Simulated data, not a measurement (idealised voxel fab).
process module | voxel double patterning
cross-section cut | 195 nm wide | cells 5 nm
A cross-section is a grid of square cells, given in bands from the top down. A band is one or more rows of cells.
Each band's line starts with the height of the band's top and of its bottom, in nm. Then come its materials from left to right, each with its width in nm. One material with "throughout" fills the band from edge to edge. "air" is empty space.
Height 0 is the level under which the wafer as received is all one material. The lowest band goes on downwards, as in "0 down".
A width such as "30 to 40" changes by the same amount from each row of cells to the next, from the band's top row to its bottom row.
"no change" after a step means that no cell of the cross-section changed.
closed voids: empty space of 8 cells or more with no open way to the top, each as width x height at its distance from the left edge, in nm
after a step's settings: what the simulator itself notes on the step
overlay nm, on a step with a mask: how far to the right of its planned place the mask lay; to the left if negative
plan
1 op RECEIVE | material Si
2 op CONFORMAL_DEP | material SiO2 | thk nm 5
3 op DIRECTIONAL_DEP | material polySi | thk nm 10
4 op DIRECTIONAL_DEP | material SiCN | thk nm 10
5 op MASKED_ETCH | tone open | mask id FIRST | width nm 15 | pitch nm 50 | etch materials SiCN | depth nm 10 | overlay nm 0
6 op PATTERN | tone open | mask id SECOND | material resist | width nm 15 | thk nm 15 | overlay nm 0
7 op DIRECTIONAL_ETCH | etch materials SiCN | depth nm 10
8 op STRIP | etch materials resist
9 op DIRECTIONAL_ETCH | etch materials polySi | depth nm 10
10 op STRIP | etch materials SiCN
as received, after step 1
  0 down: Si throughout
  closed voids: none
a wafer at the end: this start, this plan, one mistake
  15 to 0: SiO2 throughout
  0 down: Si throughout
  closed voids: none
what went wrong: step 3 ran as: op DIRECTIONAL_DEP | material SiO2 | thk nm 10
